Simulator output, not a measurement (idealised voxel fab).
process module | voxel transistor to metal
cross-section cut | 185 nm wide | cells 5 nm
A cross-section is a grid of square cells, given in bands from the top down. A band is one or more rows of cells.
Each band's line starts with the height of the band's top and of its bottom, in nm. Then come its materials from left to right, each with its width in nm. One material with "throughout" fills the band from edge to edge. "air" is empty space.
Height 0 is the level under which the wafer as received is all one material. The lowest band goes on downwards, as in "0 down".
A width such as "30 to 40" changes by the same amount from each row of cells to the next, from the band's top row to its bottom row.
"no change" after a step means that no cell of the cross-section changed.
closed voids: empty space of 8 cells or more with no open way to the top, each as width x height at its distance from the left edge, in nm
after a step's settings: what the simulator itself notes on the step
overlay nm, on a step with a mask: how far to the right of its planned place the mask lay; to the left if negative
plan
1 op RECEIVE | material Si
2 op OXIDIZE | depth nm 5
3 op CONFORMAL_DEP | material SiN | thk nm 10
4 op DIRECTIONAL_DEP | material aC | thk nm 10
5 op PATTERN | tone cover | mask id ACTIVE | material resist | width nm 105 | thk nm 25 | overlay nm 0
6 op DIRECTIONAL_ETCH | etch materials aC | depth nm 10
7 op STRIP | etch materials resist
8 op DIRECTIONAL_ETCH | etch materials SiN | depth nm 10
9 op DIRECTIONAL_ETCH | etch materials SiO2 | depth nm 5
10 op DIRECTIONAL_ETCH | etch materials Si | depth nm 35
11 op STRIP | etch materials aC
12 op OXIDIZE | depth nm 5
13 op FILL_DEP | material SiO2 | thk nm 5
14 op CMP | height nm 10
15 op SELECTIVE_ETCH | etch materials SiO2 | depth nm 5
16 op STRIP | etch materials SiN
17 op SELECTIVE_ETCH | etch materials SiO2 | depth nm 5
18 op OXIDIZE | depth nm 5
19 op DIRECTIONAL_DEP | material polySi | thk nm 30
20 op DIRECTIONAL_DEP | material SiCN | thk nm 10
21 op PATTERN | tone cover | mask id GATE | material resist | width nm 25 | thk nm 20 | overlay nm 0
22 op DIRECTIONAL_ETCH | etch materials SiCN | depth nm 20
23 op DIRECTIONAL_ETCH | etch materials polySi | depth nm 40
24 op STRIP | etch materials resist
25 op CONFORMAL_DEP | material SiO2 | thk nm 5
26 op DIRECTIONAL_ETCH | etch materials SiO2 | depth nm 5
27 op CONFORMAL_DEP | material SiN | thk nm 5
28 op DIRECTIONAL_ETCH | etch materials SiN | depth nm 5
29 op DIRECTIONAL_ETCH | etch materials SiO2 | depth nm 5
30 op DIRECTIONAL_ETCH | etch materials Si | depth nm 10
31 op EPI | material nSi | thk nm 10
32 op FILL_DEP | material SiO2 | thk nm 10
33 op CMP | height nm 35
34 op DIRECTIONAL_DEP | material SiO2 | thk nm 15
35 op PATTERN | tone open | mask id CONTACT | material resist | width nm 20 | pitch nm 75 | thk nm 15 | overlay nm 0
36 op DIRECTIONAL_ETCH | etch materials SiO2 | depth nm 60
37 op STRIP | etch materials resist
38 op CONFORMAL_DEP | material TiN | thk nm 5
39 op FILL_DEP | material Ru | thk nm 5
40 op CMP | height nm 50
41 op DIRECTIONAL_DEP | material TiN | thk nm 5
42 op DIRECTIONAL_DEP | material W | thk nm 15
43 op DIRECTIONAL_DEP | material aC | thk nm 15
44 op PATTERN | tone cover | mask id METAL_1 | material resist | width nm 20 | pitch nm 75 | thk nm 35 | overlay nm 0
45 op DIRECTIONAL_ETCH | etch materials aC | depth nm 15
46 op STRIP | etch materials resist
47 op DIRECTIONAL_ETCH | etch materials W | depth nm 15
48 op DIRECTIONAL_ETCH | etch materials TiN | depth nm 5
49 op STRIP | etch materials aC
50 op CONFORMAL_DEP | material SiN | thk nm 5
51 op FILL_DEP | material lowk | thk nm 10
52 op CMP | height nm 70
53 op CONFORMAL_DEP | material SiCN | thk nm 5
54 op DIRECTIONAL_DEP | material SiO2 | thk nm 35
55 op MASKED_ETCH | tone open | mask id METAL_2 | width nm 20 | pitch nm 75 | etch materials SiO2 | depth nm 20 | overlay nm 0
56 op MASKED_ETCH | tone open | mask id METAL_2_HOLES | width nm 15 | pitch nm 75 | etch materials SiO2 | depth nm 15 | overlay nm 0
57 op MASKED_ETCH | tone open | mask id METAL_2_HOLES | width nm 15 | pitch nm 75 | etch materials SiCN | depth nm 5 | overlay nm 0
58 op CONFORMAL_DEP | material TiN | thk nm 5
59 op FILL_DEP | material Ru | thk nm 5
60 op CMP | height nm 110
61 op CONFORMAL_DEP | material SiN | thk nm 5
as received, after step 1
  0 down: Si throughout
  closed voids: none
a wafer at the end: this start, this plan, one mistake
  115 to 110: SiN throughout
  110 to 100: SiO2 40 | TiN 5 | Ru 15 | TiN 5 | SiO2 50 | TiN 5 | Ru 15 | TiN 5 | SiO2 45
  100 to 95: SiO2 40 | TiN 10 | Ru 10 | TiN 5 | SiO2 50 | TiN 10 | Ru 10 | TiN 5 | SiO2 45
  95 to 80: SiO2 45 | TiN 5 | Ru 10 | TiN 5 | SiO2 55 | TiN 5 | Ru 10 | TiN 5 | SiO2 45
  80 to 75: SiO2 45 | TiN 5 | Ru 5 | TiN 10 | SiO2 55 | TiN 5 | Ru 5 | TiN 10 | SiO2 45
  75 to 70: SiCN 45 | TiN 15 | SiCN 60 | TiN 15 | SiCN 50
  70 to 55: lowk 40 | SiN 5 | W 20 | SiN 5 | lowk 45 | SiN 5 | W 20 | SiN 5 | lowk 40
  55 to 50: SiN 45 | TiN 20 | SiN 55 | TiN 20 | SiN 45
  50 to 35: SiO2 45 | TiN 5 | Ru 10 | TiN 5 | SiO2 55 | TiN 5 | Ru 10 | TiN 5 | SiO2 45
  35 to 25: SiO2 45 | TiN 5 | Ru 10 | TiN 5 | SiO2 5 | SiN 5 | SiO2 5 | SiCN 25 | SiO2 5 | SiN 5 | SiO2 5 | TiN 5 | Ru 10 | TiN 5 | SiO2 45
  25 to 5: SiO2 45 | TiN 5 | Ru 10 | TiN 5 | SiO2 5 | SiN 5 | SiO2 5 | polySi 25 | SiO2 5 | SiN 5 | SiO2 5 | TiN 5 | Ru 10 | TiN 5 | SiO2 45
  5 to 0: SiO2 45 | TiN 5 | Ru 5 | TiN 10 | SiO2 5 | SiN 5 | SiO2 5 | polySi 25 | SiO2 5 | SiN 5 | SiO2 5 | TiN 10 | Ru 5 | TiN 5 | SiO2 45
  0 to -5: SiO2 40 | SiN 5 | TiN 5 | Ru 5 | TiN 5 | nSi 10 | SiN 5 | SiO2 5 | polySi 25 | SiO2 5 | SiN 5 | nSi 10 | TiN 5 | Ru 5 | TiN 5 | SiN 5 | SiO2 40
  -5 to -10: SiO2 45 | TiN 15 | nSi 10 | SiO2 45 | nSi 10 | TiN 15 | SiO2 45
  -10 to -20: SiO2 45 | nSi 25 | Si 45 | nSi 25 | SiO2 45
  -20 to -45: SiO2 45 | Si 95 | SiO2 45
  -45 down: Si throughout
  closed voids: none
what went wrong: step 56 ran as: op MASKED_ETCH | tone open | mask id METAL_2_HOLES | width nm 25 | pitch nm 75 | etch materials SiO2 | depth nm 15 | overlay nm 0
